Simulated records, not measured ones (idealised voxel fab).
The following process module bears the name voxel fin reveal.
Cross-section cut spans 285 nm and uses square cells 5 nm in size.
A cross-section is written here as square cells arranged in a grid, and it is given in bands from the top down, each band taking up one or more rows of cells. Heads up on the band format: heights come first, top then bottom, in nm. After that it's the materials left to right, each with its width in nm. A single material flagged "edge to edge" fills the whole band edge to edge, and "blank" means there's empty space there. Note: height 0 marks the level under which the wafer is uniformly one material as received. Lowest band unbounded below, written "from 0 down". The width entry "30 to 40" should be interpreted row by row: the top row of cells in the band takes the first number, the bottom row takes the second number, and the change between adjacent rows is uniform throughout. It should be understood that the words "remained the same", when stated for a given step, signify that the cross-section underwent no change in any of its cells during that step. Closed empty spaces (no open way to the top) of 8 cells or more are what "Closed empty spaces" lists, each as width x height at distance from the left edge, nm for all three. On each step's line, the part that comes after the settings is the simulator's own comment on the step. overlay nm: on a step with a mask, how far right of its planned place the mask lay; negative means left.
### Listed below are the process steps as planned
1,RECEIVE [material Si]
2,CONFORMAL_DEP [material SiN] [thk nm 10]
3,MASKED_ETCH [tone cover] [mask id FINS] [width nm 15] [pitch nm 35] [etch materials SiN] [depth nm 10] [overlay nm 0]
4,MASKED_ETCH [tone cover] [mask id FINS] [width nm 15] [pitch nm 35] [etch materials Si] [depth nm 30] [overlay nm 0]
5,OXIDIZE [depth nm 5]
6,FILL_DEP [material SiO2] [thk nm 15]
7,CMP [height nm 10]
8,SELECTIVE_ETCH [etch materials SiO2] [depth nm 20]
9,STRIP [etch materials SiN]
10,CONFORMAL_DEP [material SiO2] [thk nm 5]
### Incoming wafer in cross-section (state: after step 1)
from 0 down = Si edge to edge
Closed empty spaces: none
### The first of the two wafers as seen in cross-section once the module was finished; processing followed the plan
from 5 to 0 = blank 80 nm, then SiO2 15 nm, then blank 20 nm, then SiO2 15 nm, then blank 20 nm, then SiO2 15 nm, then blank 20 nm, then SiO2 15 nm, then blank 85 nm
from 0 to -5 = blank 80 nm, then SiO2 5 nm, then Si 5 nm, then SiO2 5 nm, then blank 20 nm, then SiO2 5 nm, then Si 5 nm, then SiO2 5 nm, then blank 20 nm, then SiO2 5 nm, then Si 5 nm, then SiO2 5 nm, then blank 20 nm, then SiO2 5 nm, then Si 5 nm, then SiO2 5 nm, then blank 85 nm
from -5 to -35 = SiO2 85 nm, then Si 5 nm, then SiO2 30 nm, then Si 5 nm, then SiO2 30 nm, then Si 5 nm, then SiO2 30 nm, then Si 5 nm, then SiO2 90 nm
from -35 down = Si edge to edge
Closed empty spaces: none
### second wafer at the end: like start, like plan, one mistake
from 5 to 0 = blank 80 nm, then SiO2 15 nm, then blank 20 nm, then SiO2 15 nm, then blank 20 nm, then SiO2 15 nm, then blank 20 nm, then SiO2 15 nm, then blank 85 nm
from 0 to -5 = blank 80 nm, then SiO2 5 nm, then Si 5 nm, then SiO2 5 nm, then blank 20 nm, then SiO2 5 nm, then Si 5 nm, then SiO2 5 nm, then blank 20 nm, then SiO2 5 nm, then Si 5 nm, then SiO2 5 nm, then blank 20 nm, then SiO2 5 nm, then Si 5 nm, then SiO2 5 nm, then blank 85 nm
from -5 to -45 = SiO2 85 nm, then Si 5 nm, then SiO2 30 nm, then Si 5 nm, then SiO2 30 nm, then Si 5 nm, then SiO2 30 nm, then Si 5 nm, then SiO2 90 nm
from -45 down = Si edge to edge
Closed empty spaces: none
What broke from the plan during processing? note that step 4 departed from the planned setting and was carried out as MASKED_ETCH [tone cover] [mask id FINS] [width nm 15] [pitch nm 35] [etch materials Si] [depth nm 40] [overlay nm 0]
The second wafer ends with more or fewer cells of some materials than the first, per final count: Si: 106 fewer | SiO2: 106 more
